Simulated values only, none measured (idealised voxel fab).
process module | voxel wiring stack
cross-section cut | 210 nm wide | cells 5 nm
A cross-section is a grid of square cells, given in bands from the top down. A band is one or more rows of cells.
Each band's line starts with the height of the band's top and of its bottom, in nm. Then come its materials from left to right, each with its width in nm. One material with "throughout" fills the band from edge to edge. "air" is empty space.
Height 0 is the level under which the wafer as received is all one material. The lowest band goes on downwards, as in "0 down".
A width such as "30 to 40" changes by the same amount from each row of cells to the next, from the band's top row to its bottom row.
"no change" after a step means that no cell of the cross-section changed.
closed voids: empty space of 8 cells or more with no open way to the top, each as width x height at its distance from the left edge, in nm
after a step's settings: what the simulator itself notes on the step
overlay nm, on a step with a mask: how far to the right of its planned place the mask lay; to the left if negative
plan
1 op RECEIVE | material Si
2 op CONFORMAL_DEP | material SiO2 | thk nm 15
3 op DIRECTIONAL_DEP | material TiN | thk nm 5
4 op DIRECTIONAL_DEP | material W | thk nm 20
5 op DIRECTIONAL_DEP | material aC | thk nm 10
6 op PATTERN | tone cover | mask id METAL_1 | material resist | width nm 20 | pitch nm 40 | thk nm 25 | overlay nm 0
7 op DIRECTIONAL_ETCH | etch materials aC | depth nm 10
8 op STRIP | etch materials resist
9 op DIRECTIONAL_ETCH | etch materials W | depth nm 20
10 op DIRECTIONAL_ETCH | etch materials TiN | depth nm 5
11 op STRIP | etch materials aC
12 op CONFORMAL_DEP | material SiN | thk nm 5
13 op FILL_DEP | material lowk | thk nm 10
14 op CMP | height nm 40
15 op CONFORMAL_DEP | material SiCN | thk nm 5
16 op DIRECTIONAL_DEP | material lowk | thk nm 25
17 op PATTERN | tone open | mask id METAL_2 | material resist | width nm 20 | pitch nm 40 | thk nm 15 | overlay nm 0
18 op DIRECTIONAL_ETCH | etch materials lowk | depth nm 15
19 op STRIP | etch materials resist
20 op DIRECTIONAL_DEP | material aC | thk nm 15
21 op PATTERN | tone open | mask id METAL_2_HOLES | material resist | width nm 15 | pitch nm 80 | thk nm 30 | overlay nm 0
22 op DIRECTIONAL_ETCH | etch materials aC | depth nm 15
23 op STRIP | etch materials resist
24 op DIRECTIONAL_ETCH | etch materials lowk | depth nm 10
25 op DIRECTIONAL_ETCH | etch materials SiCN | depth nm 5
26 op STRIP | etch materials aC
27 op CONFORMAL_DEP | material TiN | thk nm 5
28 op FILL_DEP | material Cu | thk nm 10
29 op CMP | height nm 70
30 op CONFORMAL_DEP | material SiCN | thk nm 5
31 op DIRECTIONAL_DEP | material lowk | thk nm 10
32 op MASKED_ETCH | tone open | mask id PLUG_2 | width nm 15 | pitch nm 80 | etch materials lowk | depth nm 10 | overlay nm 0
33 op MASKED_ETCH | tone open | mask id PLUG_2 | width nm 15 | pitch nm 80 | etch materials SiCN | depth nm 5 | overlay nm 0
34 op CONFORMAL_DEP | material TiN | thk nm 5
35 op FILL_DEP | material Cu | thk nm 10
36 op CMP | height nm 85
37 op CONFORMAL_DEP | material SiN | thk nm 5
38 op DIRECTIONAL_DEP | material SiO2 | thk nm 20
39 op MASKED_ETCH | tone open | mask id METAL_3 | width nm 20 | pitch nm 40 | etch materials SiO2 | depth nm 20 | overlay nm 0
40 op MASKED_ETCH | tone open | mask id METAL_3 | width nm 20 | pitch nm 40 | etch materials SiN | depth nm 5 | overlay nm 0
41 op CONFORMAL_DEP | material TiN | thk nm 5
42 op FILL_DEP | material Cu | thk nm 10
43 op CMP | height nm 110
44 op CONFORMAL_DEP | material SiCN | thk nm 5
45 op DIRECTIONAL_DEP | material lowk | thk nm 35
46 op PATTERN | tone open | mask id METAL_4_HOLES | material resist | width nm 15 | pitch nm 40 | thk nm 20 | overlay nm 0
47 op DIRECTIONAL_ETCH | etch materials lowk | depth nm 35
48 op STRIP | etch materials resist
49 op DIRECTIONAL_DEP | material aC | thk nm 10
50 op PATTERN | tone open | mask id METAL_4 | material resist | width nm 20 | pitch nm 40 | thk nm 25 | overlay nm 0
51 op DIRECTIONAL_ETCH | etch materials aC | depth nm 10
52 op STRIP | etch materials resist
53 op DIRECTIONAL_ETCH | etch materials lowk | depth nm 20
54 op DIRECTIONAL_ETCH | etch materials SiCN | depth nm 5
55 op STRIP | etch materials aC
56 op CONFORMAL_DEP | material TiN | thk nm 5
57 op FILL_DEP | material Ru | thk nm 10
58 op CMP | height nm 150
59 op CONFORMAL_DEP | material SiN | thk nm 5
first wafer, as planned
as received, after step 1
  0 down: Si throughout
  closed voids: none
after step 2
  15 to 0: SiO2 throughout
  below 0: unchanged
after step 3
  20 to 15: TiN throughout
  below 15: unchanged
after step 4
  40 to 20: W throughout
  below 20: unchanged
after step 5
  50 to 40: aC throughout
  below 40: unchanged
after step 6
  75 to 50: air 55 | resist 20 | air 20 | resist 20 | air 20 | resist 20 | air 55
  below 50: unchanged
after step 7
  65 to 50: air 55 | resist 20 | air 20 | resist 20 | air 20 | resist 20 | air 55
  50 to 40: air 55 | aC 20 | air 20 | aC 20 | air 20 | aC 20 | air 55
  below 40: unchanged
after step 8
  50 to 40: air 55 | aC 20 | air 20 | aC 20 | air 20 | aC 20 | air 55
  below 40: unchanged
after step 9
  50 to 40: air 55 | aC 20 | air 20 | aC 20 | air 20 | aC 20 | air 55
  40 to 20: air 55 | W 20 | air 20 | W 20 | air 20 | W 20 | air 55
  below 20: unchanged
after step 10
  50 to 40: air 55 | aC 20 | air 20 | aC 20 | air 20 | aC 20 | air 55
  40 to 20: air 55 | W 20 | air 20 | W 20 | air 20 | W 20 | air 55
  20 to 15: air 55 | TiN 20 | air 20 | TiN 20 | air 20 | TiN 20 | air 55
  below 15: unchanged
after step 11
  40 to 20: air 55 | W 20 | air 20 | W 20 | air 20 | W 20 | air 55
  below 20: unchanged
after step 12
  45 to 40: air 50 | SiN 30 | air 10 | SiN 30 | air 10 | SiN 30 | air 50
  40 to 20: air 50 | SiN 5 | W 20 | SiN 5 | air 10 | SiN 5 | W 20 | SiN 5 | air 10 | SiN 5 | W 20 | SiN 5 | air 50
  20 to 15: SiN 55 | TiN 20 | SiN 20 | TiN 20 | SiN 20 | TiN 20 | SiN 55
  below 15: unchanged
after step 13
  55 to 45: lowk throughout
  45 to 40: lowk 50 | SiN 30 | lowk 10 | SiN 30 | lowk 10 | SiN 30 | lowk 50
  40 to 20: lowk 50 | SiN 5 | W 20 | SiN 5 | lowk 10 | SiN 5 | W 20 | SiN 5 | lowk 10 | SiN 5 | W 20 | SiN 5 | lowk 50
  below 20: unchanged
after step 14
  40 to 20: lowk 50 | SiN 5 | W 20 | SiN 5 | lowk 10 | SiN 5 | W 20 | SiN 5 | lowk 10 | SiN 5 | W 20 | SiN 5 | lowk 50
  below 20: unchanged
after step 15
  45 to 40: SiCN throughout
  below 40: unchanged
after step 16
  70 to 45: lowk throughout
  below 45: unchanged
after step 17
  85 to 70: resist 55 | air 20 | resist 20 | air 20 | resist 20 | air 20 | resist 55
  below 70: unchanged
after step 18
  85 to 70: resist 55 | air 20 | resist 20 | air 20 | resist 20 | air 20 | resist 55
  70 to 55: lowk 55 | air 20 | lowk 20 | air 20 | lowk 20 | air 20 | lowk 55
  below 55: unchanged
after step 19
  70 to 55: lowk 55 | air 20 | lowk 20 | air 20 | lowk 20 | air 20 | lowk 55
  below 55: unchanged
after step 20
  85 to 70: aC 55 | air 20 | aC 20 | air 20 | aC 20 | air 20 | aC 55
  70 to 55: lowk 55 | aC 20 | lowk 20 | aC 20 | lowk 20 | aC 20 | lowk 55
  below 55: unchanged
after step 21
  115 to 85: resist 55 | air 15 | resist 65 | air 15 | resist 60
  85 to 70: aC 55 | air 15 | resist 5 | aC 20 | resist 20 | aC 20 | air 15 | resist 5 | aC 55
  below 70: unchanged
after step 22
  100 to 85: resist 55 | air 15 | resist 65 | air 15 | resist 60
  85 to 70: aC 55 | air 15 | resist 5 | aC 20 | resist 20 | aC 20 | air 15 | resist 5 | aC 55
  70 to 55: lowk 55 | air 15 | aC 5 | lowk 20 | aC 20 | lowk 20 | air 15 | aC 5 | lowk 55
  below 55: unchanged
after step 23
  85 to 70: aC 55 | air 20 | aC 20 | air 20 | aC 20 | air 20 | aC 55
  below 70: unchanged
after step 24
  85 to 70: aC 55 | air 20 | aC 20 | air 20 | aC 20 | air 20 | aC 55
  70 to 55: lowk 55 | air 15 | aC 5 | lowk 20 | aC 20 | lowk 20 | air 15 | aC 5 | lowk 55
  55 to 45: lowk 55 | air 15 | lowk 65 | air 15 | lowk 60
  below 45: unchanged
after step 25
  85 to 70: aC 55 | air 20 | aC 20 | air 20 | aC 20 | air 20 | aC 55
  70 to 55: lowk 55 | air 15 | aC 5 | lowk 20 | aC 20 | lowk 20 | air 15 | aC 5 | lowk 55
  55 to 45: lowk 55 | air 15 | lowk 65 | air 15 | lowk 60
  45 to 40: SiCN 55 | air 15 | SiCN 65 | air 15 | SiCN 60
  below 40: unchanged
after step 26
  70 to 55: lowk 55 | air 20 | lowk 20 | air 20 | lowk 20 | air 20 | lowk 55
  below 55: unchanged
after step 27
  75 to 70: TiN 60 | air 10 | TiN 30 | air 10 | TiN 30 | air 10 | TiN 60
  70 to 60: lowk 55 | TiN 5 | air 10 | TiN 5 | lowk 20 | TiN 5 | air 10 | TiN 5 | lowk 20 | TiN 5 | air 10 | TiN 5 | lowk 55
  60 to 55: lowk 55 | TiN 5 | air 5 | TiN 10 | lowk 20 | TiN 20 | lowk 20 | TiN 5 | air 5 | TiN 10 | lowk 55
  55 to 45: lowk 55 | TiN 5 | air 5 | TiN 5 | lowk 65 | TiN 5 | air 5 | TiN 5 | lowk 60
  45 to 40: SiCN 55 | TiN 15 | SiCN 65 | TiN 15 | SiCN 60
  below 40: unchanged
after step 28
  85 to 75: Cu throughout
  75 to 70: TiN 60 | Cu 10 | TiN 30 | Cu 10 | TiN 30 | Cu 10 | TiN 60
  70 to 60: lowk 55 | TiN 5 | Cu 10 | TiN 5 | lowk 20 | TiN 5 | Cu 10 | TiN 5 | lowk 20 | TiN 5 | Cu 10 | TiN 5 | lowk 55
  60 to 55: lowk 55 | TiN 5 | Cu 5 | TiN 10 | lowk 20 | TiN 20 | lowk 20 | TiN 5 | Cu 5 | TiN 10 | lowk 55
  55 to 45: lowk 55 | TiN 5 | Cu 5 | TiN 5 | lowk 65 | TiN 5 | Cu 5 | TiN 5 | lowk 60
  below 45: unchanged
after step 29
  70 to 60: lowk 55 | TiN 5 | Cu 10 | TiN 5 | lowk 20 | TiN 5 | Cu 10 | TiN 5 | lowk 20 | TiN 5 | Cu 10 | TiN 5 | lowk 55
  below 60: unchanged
after step 30
  75 to 70: SiCN throughout
  below 70: unchanged
after step 31
  85 to 75: lowk throughout
  below 75: unchanged
after step 32
  85 to 75: lowk 55 | air 15 | lowk 65 | air 15 | lowk 60
  below 75: unchanged
after step 33
  85 to 75: lowk 55 | air 15 | lowk 65 | air 15 | lowk 60
  75 to 70: SiCN 55 | air 15 | SiCN 65 | air 15 | SiCN 60
  below 70: unchanged
after step 34
  90 to 85: TiN 60 | air 5 | TiN 75 | air 5 | TiN 65
  85 to 75: lowk 55 | TiN 5 | air 5 | TiN 5 | lowk 65 | TiN 5 | air 5 | TiN 5 | lowk 60
  75 to 70: SiCN 55 | TiN 15 | SiCN 65 | TiN 15 | SiCN 60
  below 70: unchanged
after step 35
  100 to 90: Cu throughout
  90 to 85: TiN 60 | Cu 5 | TiN 75 | Cu 5 | TiN 65
  85 to 75: lowk 55 | TiN 5 | Cu 5 | TiN 5 | lowk 65 | TiN 5 | Cu 5 | TiN 5 | lowk 60
  below 75: unchanged
after step 36
  85 to 75: lowk 55 | TiN 5 | Cu 5 | TiN 5 | lowk 65 | TiN 5 | Cu 5 | TiN 5 | lowk 60
  below 75: unchanged
after step 37
  90 to 85: SiN throughout
  below 85: unchanged
after step 38
  110 to 90: SiO2 throughout
  below 90: unchanged
after step 39
  110 to 90: SiO2 55 | air 20 | SiO2 20 | air 20 | SiO2 20 | air 20 | SiO2 55
  below 90: unchanged
after step 40
  110 to 90: SiO2 55 | air 20 | SiO2 20 | air 20 | SiO2 20 | air 20 | SiO2 55
  90 to 85: SiN 55 | air 20 | SiN 20 | air 20 | SiN 20 | air 20 | SiN 55
  below 85: unchanged
after step 41
  115 to 110: TiN 60 | air 10 | TiN 30 | air 10 | TiN 30 | air 10 | TiN 60
  110 to 90: SiO2 55 | TiN 5 | air 10 | TiN 5 | SiO2 20 | TiN 5 | air 10 | TiN 5 | SiO2 20 | TiN 5 | air 10 | TiN 5 | SiO2 55
  90 to 85: SiN 55 | TiN 20 | SiN 20 | TiN 20 | SiN 20 | TiN 20 | SiN 55
  below 85: unchanged
after step 42
  125 to 115: Cu throughout
  115 to 110: TiN 60 | Cu 10 | TiN 30 | Cu 10 | TiN 30 | Cu 10 | TiN 60
  110 to 90: SiO2 55 | TiN 5 | Cu 10 | TiN 5 | SiO2 20 | TiN 5 | Cu 10 | TiN 5 | SiO2 20 | TiN 5 | Cu 10 | TiN 5 | SiO2 55
  below 90: unchanged
after step 43
  110 to 90: SiO2 55 | TiN 5 | Cu 10 | TiN 5 | SiO2 20 | TiN 5 | Cu 10 | TiN 5 | SiO2 20 | TiN 5 | Cu 10 | TiN 5 | SiO2 55
  below 90: unchanged
after step 44
  115 to 110: SiCN throughout
  below 110: unchanged
after step 45
  150 to 115: lowk throughout
  below 115: unchanged
after step 46
  170 to 150: resist 55 | air 15 | resist 25 | air 15 | resist 25 | air 15 | resist 60
  below 150: unchanged
after step 47
  170 to 150: resist 55 | air 15 | resist 25 | air 15 | resist 25 | air 15 | resist 60
  150 to 115: lowk 55 | air 15 | lowk 25 | air 15 | lowk 25 | air 15 | lowk 60
  below 115: unchanged
after step 48
  150 to 115: lowk 55 | air 15 | lowk 25 | air 15 | lowk 25 | air 15 | lowk 60
  below 115: unchanged
after step 49
  160 to 150: aC 55 | air 15 | aC 25 | air 15 | aC 25 | air 15 | aC 60
  150 to 125: lowk 55 | air 15 | lowk 25 | air 15 | lowk 25 | air 15 | lowk 60
  125 to 115: lowk 55 | aC 15 | lowk 25 | aC 15 | lowk 25 | aC 15 | lowk 60
  below 115: unchanged
after step 50
  185 to 160: resist 55 | air 20 | resist 20 | air 20 | resist 20 | air 20 | resist 55
  below 160: unchanged
after step 51
  175 to 160: resist 55 | air 20 | resist 20 | air 20 | resist 20 | air 20 | resist 55
  160 to 150: aC 55 | air 20 | aC 20 | air 20 | aC 20 | air 20 | aC 55
  150 to 115: lowk 55 | air 15 | lowk 25 | air 15 | lowk 25 | air 15 | lowk 60
  below 115: unchanged
after step 52
  160 to 150: aC 55 | air 20 | aC 20 | air 20 | aC 20 | air 20 | aC 55
  below 150: unchanged
after step 53
  160 to 150: aC 55 | air 20 | aC 20 | air 20 | aC 20 | air 20 | aC 55
  150 to 130: lowk 55 | air 20 | lowk 20 | air 20 | lowk 20 | air 20 | lowk 55
  below 130: unchanged
after step 54
  160 to 150: aC 55 | air 20 | aC 20 | air 20 | aC 20 | air 20 | aC 55
  150 to 130: lowk 55 | air 20 | lowk 20 | air 20 | lowk 20 | air 20 | lowk 55
  130 to 115: lowk 55 | air 15 | lowk 25 | air 15 | lowk 25 | air 15 | lowk 60
  115 to 110: SiCN 55 | air 15 | SiCN 25 | air 15 | SiCN 25 | air 15 | SiCN 60
  below 110: unchanged
after step 55
  150 to 130: lowk 55 | air 20 | lowk 20 | air 20 | lowk 20 | air 20 | lowk 55
  below 130: unchanged
after step 56
  155 to 150: TiN 60 | air 10 | TiN 30 | air 10 | TiN 30 | air 10 | TiN 60
  150 to 135: lowk 55 | TiN 5 | air 10 | TiN 5 | lowk 20 | TiN 5 | air 10 | TiN 5 | lowk 20 | TiN 5 | air 10 | TiN 5 | lowk 55
  135 to 130: lowk 55 | TiN 5 | air 5 | TiN 10 | lowk 20 | TiN 5 | air 5 | TiN 10 | lowk 20 | TiN 5 | air 5 | TiN 10 | lowk 55
  130 to 115: lowk 55 | TiN 5 | air 5 | TiN 5 | lowk 25 | TiN 5 | air 5 | TiN 5 | lowk 25 | TiN 5 | air 5 | TiN 5 | lowk 60
  115 to 110: SiCN 55 | TiN 15 | SiCN 25 | TiN 15 | SiCN 25 | TiN 15 | SiCN 60
  below 110: unchanged
after step 57
  165 to 155: Ru throughout
  155 to 150: TiN 60 | Ru 10 | TiN 30 | Ru 10 | TiN 30 | Ru 10 | TiN 60
  150 to 135: lowk 55 | TiN 5 | Ru 10 | TiN 5 | lowk 20 | TiN 5 | Ru 10 | TiN 5 | lowk 20 | TiN 5 | Ru 10 | TiN 5 | lowk 55
  135 to 130: lowk 55 | TiN 5 | Ru 5 | TiN 10 | lowk 20 | TiN 5 | Ru 5 | TiN 10 | lowk 20 | TiN 5 | Ru 5 | TiN 10 | lowk 55
  130 to 115: lowk 55 | TiN 5 | Ru 5 | TiN 5 | lowk 25 | TiN 5 | Ru 5 | TiN 5 | lowk 25 | TiN 5 | Ru 5 | TiN 5 | lowk 60
  below 115: unchanged
after step 58
  150 to 135: lowk 55 | TiN 5 | Ru 10 | TiN 5 | lowk 20 | TiN 5 | Ru 10 | TiN 5 | lowk 20 | TiN 5 | Ru 10 | TiN 5 | lowk 55
  below 135: unchanged
after step 59
  155 to 150: SiN throughout
  below 150: unchanged
second wafer: like start, like plan, one mistake. Through step 18 it matches the first wafer
when step 19 should have ended
  100 to 85: aC 55 | air 20 | aC 20 | air 20 | aC 20 | air 20 | aC 55
  85 to 70: resist 55 | air 20 | resist 20 | air 20 | resist 20 | air 20 | resist 55
  70 to 55: lowk 55 | aC 20 | lowk 20 | aC 20 | lowk 20 | aC 20 | lowk 55
  below 55: unchanged
when step 20 should have ended
  70 to 55: lowk 55 | aC 20 | lowk 20 | aC 20 | lowk 20 | aC 20 | lowk 55
  below 55: unchanged
when step 21 should have ended
  100 to 70: resist 55 | air 15 | resist 65 | air 15 | resist 60
  below 70: unchanged
when step 22 should have ended
  85 to 70: resist 55 | air 15 | resist 65 | air 15 | resist 60
  70 to 55: lowk 55 | air 15 | aC 5 | lowk 20 | aC 20 | lowk 20 | air 15 | aC 5 | lowk 55
  below 55: unchanged
when step 23 should have ended
  70 to 55: lowk 55 | air 15 | aC 5 | lowk 20 | aC 20 | lowk 20 | air 15 | aC 5 | lowk 55
  below 55: unchanged
when step 24 should have ended
  70 to 60: air 70 | aC 5 | air 20 | aC 20 | air 35 | aC 5 | air 55
  60 to 55: lowk 55 | air 15 | aC 5 | lowk 20 | aC 20 | lowk 20 | air 15 | aC 5 | lowk 55
  55 to 45: lowk 55 | air 15 | lowk 65 | air 15 | lowk 60
  below 45: unchanged
when step 25 should have ended
  70 to 60: air 70 | aC 5 | air 20 | aC 20 | air 35 | aC 5 | air 55
  60 to 55: lowk 55 | air 15 | aC 5 | lowk 20 | aC 20 | lowk 20 | air 15 | aC 5 | lowk 55
  55 to 45: lowk 55 | air 15 | lowk 65 | air 15 | lowk 60
  45 to 40: SiCN 55 | air 15 | SiCN 65 | air 15 | SiCN 60
  below 40: unchanged
when step 26 should have ended
  60 to 55: lowk 55 | air 20 | lowk 20 | air 20 | lowk 20 | air 20 | lowk 55
  below 55: unchanged
when step 27 should have ended
  65 to 60: TiN 60 | air 10 | TiN 30 | air 10 | TiN 30 | air 10 | TiN 60
  60 to 55: lowk 55 | TiN 5 | air 5 | TiN 10 | lowk 20 | TiN 20 | lowk 20 | TiN 5 | air 5 | TiN 10 | lowk 55
  55 to 45: lowk 55 | TiN 5 | air 5 | TiN 5 | lowk 65 | TiN 5 | air 5 | TiN 5 | lowk 60
  45 to 40: SiCN 55 | TiN 15 | SiCN 65 | TiN 15 | SiCN 60
  below 40: unchanged
when step 28 should have ended
  75 to 65: Cu throughout
  65 to 60: TiN 60 | Cu 10 | TiN 30 | Cu 10 | TiN 30 | Cu 10 | TiN 60
  60 to 55: lowk 55 | TiN 5 | Cu 5 | TiN 10 | lowk 20 | TiN 20 | lowk 20 | TiN 5 | Cu 5 | TiN 10 | lowk 55
  55 to 45: lowk 55 | TiN 5 | Cu 5 | TiN 5 | lowk 65 | TiN 5 | Cu 5 | TiN 5 | lowk 60
  below 45: unchanged
when step 29 should have ended
  70 to 65: Cu throughout
  below 65: unchanged
when step 30 should have ended
  75 to 70: SiCN throughout
  below 70: unchanged
when step 31 should have ended
  85 to 75: lowk throughout
  below 75: unchanged
when step 32 should have ended
  85 to 75: lowk 55 | air 15 | lowk 65 | air 15 | lowk 60
  below 75: unchanged
when step 33 should have ended
  85 to 75: lowk 55 | air 15 | lowk 65 | air 15 | lowk 60
  75 to 70: SiCN 55 | air 15 | SiCN 65 | air 15 | SiCN 60
  below 70: unchanged
when step 34 should have ended
  90 to 85: TiN 60 | air 5 | TiN 75 | air 5 | TiN 65
  85 to 75: lowk 55 | TiN 5 | air 5 | TiN 5 | lowk 65 | TiN 5 | air 5 | TiN 5 | lowk 60
  75 to 70: SiCN 55 | TiN 15 | SiCN 65 | TiN 15 | SiCN 60
  below 70: unchanged
when step 35 should have ended
  100 to 90: Cu throughout
  90 to 85: TiN 60 | Cu 5 | TiN 75 | Cu 5 | TiN 65
  85 to 75: lowk 55 | TiN 5 | Cu 5 | TiN 5 | lowk 65 | TiN 5 | Cu 5 | TiN 5 | lowk 60
  below 75: unchanged
when step 36 should have ended
  85 to 75: lowk 55 | TiN 5 | Cu 5 | TiN 5 | lowk 65 | TiN 5 | Cu 5 | TiN 5 | lowk 60
  below 75: unchanged
when step 37 should have ended
  90 to 85: SiN throughout
  below 85: unchanged
when step 38 should have ended
  110 to 90: SiO2 throughout
  below 90: unchanged
when step 39 should have ended
  110 to 90: SiO2 55 | air 20 | SiO2 20 | air 20 | SiO2 20 | air 20 | SiO2 55
  below 90: unchanged
when step 40 should have ended
  110 to 90: SiO2 55 | air 20 | SiO2 20 | air 20 | SiO2 20 | air 20 | SiO2 55
  90 to 85: SiN 55 | air 20 | SiN 20 | air 20 | SiN 20 | air 20 | SiN 55
  below 85: unchanged
when step 41 should have ended
  115 to 110: TiN 60 | air 10 | TiN 30 | air 10 | TiN 30 | air 10 | TiN 60
  110 to 90: SiO2 55 | TiN 5 | air 10 | TiN 5 | SiO2 20 | TiN 5 | air 10 | TiN 5 | SiO2 20 | TiN 5 | air 10 | TiN 5 | SiO2 55
  90 to 85: SiN 55 | TiN 20 | SiN 20 | TiN 20 | SiN 20 | TiN 20 | SiN 55
  below 85: unchanged
when step 42 should have ended
  125 to 115: Cu throughout
  115 to 110: TiN 60 | Cu 10 | TiN 30 | Cu 10 | TiN 30 | Cu 10 | TiN 60
  110 to 90: SiO2 55 | TiN 5 | Cu 10 | TiN 5 | SiO2 20 | TiN 5 | Cu 10 | TiN 5 | SiO2 20 | TiN 5 | Cu 10 | TiN 5 | SiO2 55
  below 90: unchanged
when step 43 should have ended
  110 to 90: SiO2 55 | TiN 5 | Cu 10 | TiN 5 | SiO2 20 | TiN 5 | Cu 10 | TiN 5 | SiO2 20 | TiN 5 | Cu 10 | TiN 5 | SiO2 55
  below 90: unchanged
when step 44 should have ended
  115 to 110: SiCN throughout
  below 110: unchanged
when step 45 should have ended
  150 to 115: lowk throughout
  below 115: unchanged
when step 46 should have ended
  170 to 150: resist 55 | air 15 | resist 25 | air 15 | resist 25 | air 15 | resist 60
  below 150: unchanged
when step 47 should have ended
  170 to 150: resist 55 | air 15 | resist 25 | air 15 | resist 25 | air 15 | resist 60
  150 to 115: lowk 55 | air 15 | lowk 25 | air 15 | lowk 25 | air 15 | lowk 60
  below 115: unchanged
when step 48 should have ended
  150 to 115: lowk 55 | air 15 | lowk 25 | air 15 | lowk 25 | air 15 | lowk 60
  below 115: unchanged
when step 49 should have ended
  160 to 150: aC 55 | air 15 | aC 25 | air 15 | aC 25 | air 15 | aC 60
  150 to 125: lowk 55 | air 15 | lowk 25 | air 15 | lowk 25 | air 15 | lowk 60
  125 to 115: lowk 55 | aC 15 | lowk 25 | aC 15 | lowk 25 | aC 15 | lowk 60
  below 115: unchanged
when step 50 should have ended
  185 to 160: resist 55 | air 20 | resist 20 | air 20 | resist 20 | air 20 | resist 55
  below 160: unchanged
when step 51 should have ended
  175 to 160: resist 55 | air 20 | resist 20 | air 20 | resist 20 | air 20 | resist 55
  160 to 150: aC 55 | air 20 | aC 20 | air 20 | aC 20 | air 20 | aC 55
  150 to 115: lowk 55 | air 15 | lowk 25 | air 15 | lowk 25 | air 15 | lowk 60
  below 115: unchanged
when step 52 should have ended
  160 to 150: aC 55 | air 20 | aC 20 | air 20 | aC 20 | air 20 | aC 55
  below 150: unchanged
when step 53 should have ended
  160 to 150: aC 55 | air 20 | aC 20 | air 20 | aC 20 | air 20 | aC 55
  150 to 130: lowk 55 | air 20 | lowk 20 | air 20 | lowk 20 | air 20 | lowk 55
  below 130: unchanged
when step 54 should have ended
  160 to 150: aC 55 | air 20 | aC 20 | air 20 | aC 20 | air 20 | aC 55
  150 to 130: lowk 55 | air 20 | lowk 20 | air 20 | lowk 20 | air 20 | lowk 55
  130 to 115: lowk 55 | air 15 | lowk 25 | air 15 | lowk 25 | air 15 | lowk 60
  115 to 110: SiCN 55 | air 15 | SiCN 25 | air 15 | SiCN 25 | air 15 | SiCN 60
  below 110: unchanged
when step 55 should have ended
  150 to 130: lowk 55 | air 20 | lowk 20 | air 20 | lowk 20 | air 20 | lowk 55
  below 130: unchanged
when step 56 should have ended
  155 to 150: TiN 60 | air 10 | TiN 30 | air 10 | TiN 30 | air 10 | TiN 60
  150 to 135: lowk 55 | TiN 5 | air 10 | TiN 5 | lowk 20 | TiN 5 | air 10 | TiN 5 | lowk 20 | TiN 5 | air 10 | TiN 5 | lowk 55
  135 to 130: lowk 55 | TiN 5 | air 5 | TiN 10 | lowk 20 | TiN 5 | air 5 | TiN 10 | lowk 20 | TiN 5 | air 5 | TiN 10 | lowk 55
  130 to 115: lowk 55 | TiN 5 | air 5 | TiN 5 | lowk 25 | TiN 5 | air 5 | TiN 5 | lowk 25 | TiN 5 | air 5 | TiN 5 | lowk 60
  115 to 110: SiCN 55 | TiN 15 | SiCN 25 | TiN 15 | SiCN 25 | TiN 15 | SiCN 60
  below 110: unchanged
when step 57 should have ended
  165 to 155: Ru throughout
  155 to 150: TiN 60 | Ru 10 | TiN 30 | Ru 10 | TiN 30 | Ru 10 | TiN 60
  150 to 135: lowk 55 | TiN 5 | Ru 10 | TiN 5 | lowk 20 | TiN 5 | Ru 10 | TiN 5 | lowk 20 | TiN 5 | Ru 10 | TiN 5 | lowk 55
  135 to 130: lowk 55 | TiN 5 | Ru 5 | TiN 10 | lowk 20 | TiN 5 | Ru 5 | TiN 10 | lowk 20 | TiN 5 | Ru 5 | TiN 10 | lowk 55
  130 to 115: lowk 55 | TiN 5 | Ru 5 | TiN 5 | lowk 25 | TiN 5 | Ru 5 | TiN 5 | lowk 25 | TiN 5 | Ru 5 | TiN 5 | lowk 60
  below 115: unchanged
when step 58 should have ended
  150 to 135: lowk 55 | TiN 5 | Ru 10 | TiN 5 | lowk 20 | TiN 5 | Ru 10 | TiN 5 | lowk 20 | TiN 5 | Ru 10 | TiN 5 | lowk 55
  below 135: unchanged
when step 59 should have ended
  155 to 150: SiN throughout
  below 150: unchanged
what went wrong: steps 19 and 20 were swapped
at the end the second wafer has, in cells: 36 more of Cu | 24 more of TiN | 60 fewer of lowk
